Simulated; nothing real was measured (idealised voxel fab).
Process module heading - voxel transistor to metal
cross-section cut | 150 nm wide | cells 5 nm
Just so we're on the same page, the cross-sections are grids of square cells, and they're listed out in bands top to bottom, each band one or more rows deep. Heights first: top, then bottom, in nm. Then materials, left to right, each with a width in nm. "throughout" on a single material: fills the band edge to edge. "blank": empty space. Height is counted from the level 0, under which the received wafer is composed throughout of one material. The lowest of the bands is not closed at the bottom but continues downward, in the notation "from 0 down". The two numbers in a width such as "30->40" mark its ends across the band: the first belongs to the top row of cells, the second to the bottom row, and from each row to the next the width moves by the same amount. "no change occurred", as given for a step, is the statement that not any cell of the cross-section underwent a change during that step. "Enclosed empty spaces": empty spaces of 8 cells or more with no open way to the top, each given as width x height at distance, distance from the left edge, all in nm. Post-settings text on a step line: simulator's own remark regarding the step. The line of a step may include "overlay nm". On a step with a mask, this value is how far to the right of its planned place the mask lay. A negative value means the mask lay to the left.
-- The process steps that were planned are listed below
1 RECEIVE,material Si
2 OXIDIZE,depth nm 5
3 CONFORMAL_DEP,material SiN,thk nm 15
4 MASKED_ETCH,tone cover,mask id ACTIVE,width nm 105,etch materials SiN,depth nm 15,overlay nm 0
5 MASKED_ETCH,tone cover,mask id ACTIVE,width nm 105,etch materials SiO2,depth nm 5,overlay nm 0
6 MASKED_ETCH,tone cover,mask id ACTIVE,width nm 105,etch materials Si,depth nm 35,overlay nm 0
7 OXIDIZE,depth nm 5
8 FILL_DEP,material SiO2,thk nm 5
9 CMP,height nm 15
10 SELECTIVE_ETCH,etch materials SiO2,depth nm 10
11 STRIP,etch materials SiN
12 SELECTIVE_ETCH,etch materials SiO2,depth nm 5
13 OXIDIZE,depth nm 5
14 DIRECTIONAL_DEP,material polySi,thk nm 20
15 DIRECTIONAL_DEP,material SiCN,thk nm 10
16 MASKED_ETCH,tone cover,mask id GATE,width nm 25,etch materials SiCN,depth nm 20,overlay nm 0
17 MASKED_ETCH,tone cover,mask id GATE,width nm 25,etch materials polySi,depth nm 30,overlay nm 0
18 CONFORMAL_DEP,material SiN,thk nm 10
19 DIRECTIONAL_ETCH,etch materials SiN,depth nm 10
20 DIRECTIONAL_ETCH,etch materials SiO2,depth nm 5
21 DIRECTIONAL_ETCH,etch materials Si,depth nm 15
22 EPI,material nSi,thk nm 15
23 FILL_DEP,material SiO2,thk nm 10
24 CMP,height nm 25
25 DIRECTIONAL_DEP,material SiO2,thk nm 15
26 PATTERN,tone open,mask id CONTACT,material resist,width nm 15,pitch nm 80,thk nm 15,overlay nm 0
27 DIRECTIONAL_ETCH,etch materials SiO2,depth nm 50
28 STRIP,etch materials resist
29 CONFORMAL_DEP,material TiN,thk nm 5
30 FILL_DEP,material W,thk nm 10
31 CMP,height nm 40
32 CONFORMAL_DEP,material SiN,thk nm 5
33 DIRECTIONAL_DEP,material lowk,thk nm 25
34 DIRECTIONAL_DEP,material aC,thk nm 10
35 PATTERN,tone open,mask id METAL_1,material resist,width nm 15,pitch nm 80,thk nm 25,overlay nm 0
36 DIRECTIONAL_ETCH,etch materials aC,depth nm 10
37 STRIP,etch materials resist
38 DIRECTIONAL_ETCH,etch materials lowk,depth nm 25
39 DIRECTIONAL_ETCH,etch materials SiN,depth nm 5
40 STRIP,etch materials aC
41 CONFORMAL_DEP,material TiN,thk nm 5
42 FILL_DEP,material Cu,thk nm 5
43 CMP,height nm 70
44 CONFORMAL_DEP,material SiN,thk nm 5
-- Incoming wafer, cross-sectional view, post step 1
  from 0 down | Si throughout
  Enclosed empty spaces: none
-- This is how the wafer looks in cross-section once the module is done, given the starting state and plan above and one mistake in carrying the plan out
  from 75 to 70 | SiN throughout
  from 70 to 45 | lowk 25, then TiN 5, then Cu 5, then TiN 5, then lowk 65, then TiN 5, then Cu 5, then TiN 5, then lowk 30
  from 45 to 40 | SiN 25, then TiN 15, then SiN 65, then TiN 15, then SiN 30
  from 40 to 30 | W 20, then TiN 5, then SiO2 15, then TiN 5, then W 55, then TiN 5, then SiO2 15, then TiN 5, then W 25
  from 30 to 25 | W 20, then TiN 5, then SiO2 15, then TiN 65, then SiO2 15, then TiN 5, then W 25
  from 25 to 15 | W 20, then TiN 5, then SiO2 15, then TiN 10, then SiN 10, then SiCN 25, then SiN 10, then TiN 10, then SiO2 15, then TiN 5, then W 25
  from 15 to 5 | W 20, then TiN 5, then SiO2 15, then TiN 10, then SiN 10, then polySi 25, then SiN 10, then TiN 10, then SiO2 15, then TiN 5, then W 25
  from 5 to 0 | W 10, then TiN 15, then SiO2 10, then nSi 15, then SiN 10, then polySi 25, then SiN 10, then nSi 15, then SiO2 10, then TiN 15, then W 15
  from 0 to -5 | W 10, then TiN 5, then SiN 10, then SiO2 10, then nSi 15, then SiN 10, then polySi 25, then SiN 10, then nSi 15, then SiO2 10, then SiN 10, then TiN 5, then W 15
  from -5 to -10 | TiN 15, then SiO2 20, then nSi 15, then SiO2 45, then nSi 15, then SiO2 20, then TiN 20
  from -10 to -25 | SiO2 25, then nSi 25, then Si 45, then nSi 25, then SiO2 30
  from -25 to -45 | SiO2 25, then Si 95, then SiO2 30
  from -45 down | Si throughout
  Enclosed empty spaces: none
Nonconformance to the process plan: step 26, actual vs plan mismatch, actual run PATTERN,tone cover,mask id CONTACT,material resist,width nm 15,pitch nm 80,thk nm 15,overlay nm 0
